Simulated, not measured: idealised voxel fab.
Proc. module: voxel capacitor over wiring
For reference, the cross-section in this document is cut, with width 240 nm and square cells of 5 nm.
A cross-section is written here as square cells arranged in a grid, and it is given in bands from the top down, each band taking up one or more rows of cells.
Heights first: top, then bottom, in nm. Then materials, left to right, each with a width in nm. "full width" on a single material: fills the band edge to edge. "blank": empty space.
Heights from 0 (as-received wafer is one material below). Bottom band endless downward, as "0 nm and below".
Width spec "30 to 40" -> top row of cells at first value, bottom row at second value, equal per-row change in between.
No cell of the cross-section changed in a step that is given as "no alteration".
This entry, "Trapped voids", enumerates those empty regions of no fewer than 8 cells that possess no open connection to the top. Each region is reported in the form width x height at distance, the distance being taken from the left edge, with all three quantities expressed in nm.
Note: text after step settings on the step line = simulator remark on that step.
The "overlay nm" setting may appear on a step's line; for a step that uses a mask, it gives how far to the right of its planned position the mask lay, and a negative value indicates the left.
So here's the lineup of process steps we planned:
1,RECEIVE: material Si
2,CONFORMAL_DEP: material SiO2, thk nm 15
3,CONFORMAL_DEP: material SiCN, thk nm 5
4,DIRECTIONAL_DEP: material SiO2, thk nm 15
5,PATTERN: tone open, mask id METAL_1, material resist, width nm 25, pitch nm 85, thk nm 15, overlay nm 0
6,DIRECTIONAL_ETCH: etch materials SiO2, depth nm 15
7,DIRECTIONAL_ETCH: etch materials SiCN, depth nm 5
8,STRIP: etch materials resist
9,CONFORMAL_DEP: material TiN, thk nm 5
10,FILL_DEP: material Ru, thk nm 10
11,CMP: height nm 35
12,CONFORMAL_DEP: material SiCN, thk nm 5
13,DIRECTIONAL_DEP: material lowk, thk nm 10
14,PATTERN: tone open, mask id PLUG_1, material resist, width nm 15, thk nm 20, overlay nm 0
15,DIRECTIONAL_ETCH: etch materials lowk, depth nm 10
16,DIRECTIONAL_ETCH: etch materials SiCN, depth nm 5
17,STRIP: etch materials resist
18,EPI: material Ru, thk nm 10
19,EPI: material Ru, thk nm 5
20,DIRECTIONAL_DEP: material TiN, thk nm 5
21,DIRECTIONAL_DEP: material Al2O3, thk nm 5
22,DIRECTIONAL_DEP: material TiN, thk nm 5
23,DIRECTIONAL_DEP: material aC, thk nm 15
24,PATTERN: tone cover, mask id UPPER_PLATE, material resist, width nm 65, thk nm 30, overlay nm 0
25,DIRECTIONAL_ETCH: etch materials aC, depth nm 15
26,STRIP: etch materials resist
27,DIRECTIONAL_ETCH: etch materials TiN, depth nm 5
28,DIRECTIONAL_ETCH: etch materials Al2O3, depth nm 5
29,STRIP: etch materials aC
30,PATTERN: tone cover, mask id LOWER_PLATE, material resist, width nm 75, thk nm 20, overlay nm 0
31,DIRECTIONAL_ETCH: etch materials TiN, depth nm 5
32,STRIP: etch materials resist
33,FILL_DEP: material SiO2, thk nm 15
34,CMP: height nm 75
35,DIRECTIONAL_DEP: material aC, thk nm 15
36,PATTERN: tone open, mask id PLUG_2, material resist, width nm 15, thk nm 35, overlay nm 0
37,DIRECTIONAL_ETCH: etch materials aC, depth nm 15
38,STRIP: etch materials resist
39,DIRECTIONAL_ETCH: etch materials SiO2, depth nm 10
40,STRIP: etch materials aC
41,CONFORMAL_DEP: material TiN, thk nm 5
42,FILL_DEP: material W, thk nm 5
43,CMP: height nm 75
44,CONFORMAL_DEP: material SiCN, thk nm 5
So this is the incoming wafer in cross-section - it's already been through step 1:
  0 nm and below | Si full width
  Trapped voids: none
The following cross-section depicts the wafer upon conclusion of the module. Processing commenced from the starting condition illustrated above and adhered to the plan illustrated above, save for one mistake in execution:
  80 nm to 75 nm | SiCN full width
  75 nm to 70 nm | 85 nm SiO2 | 5 nm TiN | 5 nm W | 5 nm TiN | 140 nm SiO2
  70 nm to 60 nm | 85 to 75 nm SiO2 | 15 to 65 nm TiN | 140 to 100 nm SiO2
  60 nm to 55 nm | 75 nm SiO2 | 65 nm Al2O3 | 100 nm SiO2
  55 nm to 50 nm | 70 nm SiO2 | 75 nm TiN | 95 nm SiO2
  50 nm to 40 nm | 75 nm lowk | 15 nm Ru | 150 nm lowk
  40 nm to 35 nm | 75 nm SiCN | 15 nm Ru | 150 nm SiCN
  35 nm to 20 nm | 65 nm SiO2 | 5 nm TiN | 15 nm Ru | 5 nm TiN | 60 nm SiO2 | 5 nm TiN | 15 nm Ru | 5 nm TiN | 65 nm SiO2
  20 nm to 15 nm | 65 nm SiCN | 25 nm TiN | 60 nm SiCN | 25 nm TiN | 65 nm SiCN
  15 nm to 0 nm | Ru full width
  0 nm and below | Si full width
  Trapped voids: none
Diagnosis: step 2: run off-plan, actual operation and settings CONFORMAL_DEP: material Ru, thk nm 15
